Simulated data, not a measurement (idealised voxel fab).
process module | voxel self aligned vias
This is section cut - it's 250 nm across, gridded in 5 nm square cells.
Throughout this document, each cross-section is represented as a grid of square cells and is presented as a sequence of bands enumerated from the top downward, where a band comprises one or more rows of cells. Per band: top height and bottom height in nm, followed by the left-to-right materials and their widths in nm; "everywhere" marks a single material spanning edge to edge, "blank" marks empty space. Heights are expressed relative to 0, this being the level below which the as-received wafer comprises one material exclusively. The lowest band is unbounded in the downward direction and is denoted as in "0 down". With a width like "30->40", each row of cells in the band differs from the next by the same amount, the top row carrying the first number and the bottom row the second. Where a step carries "remained unchanged", the cross-section came out of it unchanged, cell for cell. The entry titled "Unvented internal voids" provides the empty spaces that have no open way to the top, restricted to those of 8 cells or more. Each is presented as width x height at distance, the distance being measured from the left edge, with all three in nm. That trailing text on a step's line, after the settings, is the simulator's own remark on the step. The "overlay nm" setting may appear on a step's line; for a step that uses a mask, it gives how far to the right of its planned position the mask lay, and a negative value indicates the left.

These are the steps we planned for the process:
1: RECEIVE with material Si
2: CONFORMAL_DEP with material SiO2, thk nm 15
3: CONFORMAL_DEP with material SiCN, thk nm 5
4: DIRECTIONAL_DEP with material lowk, thk nm 25
5: PATTERN with tone open, mask id LINES, material resist, width nm 20, pitch nm 55, thk nm 20, overlay nm 0
6: DIRECTIONAL_ETCH with etch materials lowk, depth nm 25
7: STRIP with etch materials resist
8: CONFORMAL_DEP with material TiN, thk nm 5
9: FILL_DEP with material W, thk nm 5
10: CMP with height nm 45
11: SELECTIVE_ETCH with etch materials W Ru TiN, depth nm 5
12: FILL_DEP with material SiN, thk nm 10
13: CMP with height nm 45
14: DIRECTIONAL_DEP with material lowk, thk nm 20
15: DIRECTIONAL_DEP with material aC, thk nm 10
16: PATTERN with tone open, mask id VIAS, material resist, width nm 40, pitch nm 55, thk nm 25, overlay nm -15
17: DIRECTIONAL_ETCH with etch materials aC, depth nm 10
18: STRIP with etch materials resist
19: DIRECTIONAL_ETCH with etch materials lowk, depth nm 20
20: DIRECTIONAL_ETCH with etch materials SiN, depth nm 5
21: STRIP with etch materials aC
22: CONFORMAL_DEP with material TiN, thk nm 5
23: FILL_DEP with material Ru, thk nm 10
24: CMP with height nm 65
25: CONFORMAL_DEP with material SiCN, thk nm 5
Be aware that, although all wafers share a common starting state, the overlay nm at step 16 differs among them, and the plan displays the first wafer's value.

As-received cross-section, first of several wafers, post step 1:
	0 down: Si everywhere
	Unvented internal voids: none

After the module's final step, step 25: the first of several wafers in cross-section:
	70 to 65: SiCN everywhere
	65 to 50: lowk (35) | TiN (5) | Ru (30) | TiN (5) | lowk (15) | TiN (5) | Ru (30) | TiN (5) | lowk (15) | TiN (5) | Ru (30) | TiN (5) | lowk (65)
	50 to 45: lowk (35) | TiN (30) | Ru (5) | TiN (5) | lowk (15) | TiN (30) | Ru (5) | TiN (5) | lowk (15) | TiN (30) | Ru (5) | TiN (5) | lowk (65)
	45 to 40: lowk (60) | TiN (15) | SiN (5) | lowk (35) | TiN (15) | SiN (5) | lowk (35) | TiN (15) | SiN (5) | lowk (60)
	40 to 25: lowk (60) | TiN (5) | W (10) | TiN (5) | lowk (35) | TiN (5) | W (10) | TiN (5) | lowk (35) | TiN (5) | W (10) | TiN (5) | lowk (60)
	25 to 20: lowk (60) | TiN (20) | lowk (35) | TiN (20) | lowk (35) | TiN (20) | lowk (60)
	20 to 15: SiCN everywhere
	15 to 0: SiO2 everywhere
	0 down: Si everywhere
	Unvented internal voids: none

Last-wafer cross-section at the end of the module:
	70 to 65: SiCN everywhere
	65 to 50: lowk (65) | TiN (5) | Ru (30) | TiN (5) | lowk (15) | TiN (5) | Ru (30) | TiN (5) | lowk (15) | TiN (5) | Ru (30) | TiN (5) | lowk (35)
	50 to 45: lowk (65) | TiN (5) | Ru (5) | TiN (30) | lowk (15) | TiN (5) | Ru (5) | TiN (30) | lowk (15) | TiN (5) | Ru (5) | TiN (30) | lowk (35)
	45 to 40: lowk (60) | SiN (5) | TiN (15) | lowk (35) | SiN (5) | TiN (15) | lowk (35) | SiN (5) | TiN (15) | lowk (60)
	40 to 25: lowk (60) | TiN (5) | W (10) | TiN (5) | lowk (35) | TiN (5) | W (10) | TiN (5) | lowk (35) | TiN (5) | W (10) | TiN (5) | lowk (60)
	25 to 20: lowk (60) | TiN (20) | lowk (35) | TiN (20) | lowk (35) | TiN (20) | lowk (60)
	20 to 15: SiCN everywhere
	15 to 0: SiO2 everywhere
	0 down: Si everywhere
	Unvented internal voids: none

Below is a per-wafer table. In it, each row describes the wafer at the end of the module by giving, for each material, the number of cells gained (+) or lost (-) since the wafer was received, and after that the closed voids of the wafer:
overlay nm -15; +57 Ru; +100 SiCN; +3 SiN; +150 SiO2; +78 TiN; +18 W; +294 lowk; Unvented internal voids: none
overlay nm -10; +60 Ru; +100 SiCN; +150 SiO2; +78 TiN; +18 W; +294 lowk; Unvented internal voids: none
overlay nm -5; +60 Ru; +100 SiCN; +150 SiO2; +78 TiN; +18 W; +294 lowk; Unvented internal voids: none
overlay nm 0; +60 Ru; +100 SiCN; +150 SiO2; +78 TiN; +18 W; +294 lowk; Unvented internal voids: none
overlay nm 5; +60 Ru; +100 SiCN; +150 SiO2; +78 TiN; +18 W; +294 lowk; Unvented internal voids: none
overlay nm 10; +60 Ru; +100 SiCN; +150 SiO2; +78 TiN; +18 W; +294 lowk; Unvented internal voids: none
overlay nm 15; +57 Ru; +100 SiCN; +3 SiN; +150 SiO2; +78 TiN; +18 W; +294 lowk; Unvented internal voids: none
